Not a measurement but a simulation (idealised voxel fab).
Herein follows the process module entitled voxel spacer lines.
FYI the section here is cut, 250 nm wide, cells are 5 nm squares.
Cross-section spec: square-cell grid; bands listed top down; each band is one or more rows.
A band entry consists of two parts. The first gives the height of the band's top and the height of its bottom, in nm. The rest lists the band's materials from left to right, each with its width in nm. A single material labelled with the word "full width" fills the band from edge to edge, and the word "empty" marks empty space.
Note: height 0 marks the level under which the wafer is uniformly one material as received. Lowest band unbounded below, written "0 and below".
Top row gets the first number, bottom row gets the second, and each row in between changes by the same step: that is how a band width like "30->40" works.
Where a step carries "everything unchanged", the cross-section came out of it unchanged, cell for cell.
Under "Catalogued sealed voids" you'll find the enclosed gaps, the ones with no way out to the top, that are 8 cells or bigger; each reads width x height at distance, with distance counted from the left edge, everything in nm.
Past the settings on a step's line: simulator remark, on that step.
"overlay nm", when on a step's line for a step with a mask, measures how far to the right of its planned place the mask lay; a negative measure means to the left.
Steps planned for the process:
step 1: RECEIVE: material Si
step 2: CONFORMAL_DEP: material SiO2, thk nm 10
step 3: DIRECTIONAL_DEP: material TiN, thk nm 15
step 4: DIRECTIONAL_DEP: material aC, thk nm 30
step 5: PATTERN: tone cover, mask id MANDREL, material resist, width nm 25, pitch nm 80, thk nm 35, overlay nm 0
step 6: DIRECTIONAL_ETCH: etch materials aC, depth nm 30
step 7: STRIP: etch materials resist
step 8: CONFORMAL_DEP: material SiN, thk nm 15
step 9: DIRECTIONAL_ETCH: etch materials SiN, depth nm 15
step 10: STRIP: etch materials aC
step 11: DIRECTIONAL_ETCH: etch materials TiN, depth nm 15
step 12: STRIP: etch materials SiN
Cross-section: wafer on arrival = after step 1:
  0 and below: Si full width
  Catalogued sealed voids: none
The following cross-section depicts the wafer upon conclusion of the module. Processing commenced from the starting condition illustrated above and adhered to the plan illustrated above, save for one mistake in execution:
  15 down to 0: empty 55 nm | TiN 15 nm | empty 25 nm | TiN 15 nm | empty 25 nm | TiN 15 nm | empty 25 nm | TiN 15 nm | empty 60 nm
  0 and below: Si full width
  Catalogued sealed voids: none
Want to know what went wrong? skipped: plan step 2 (never run)
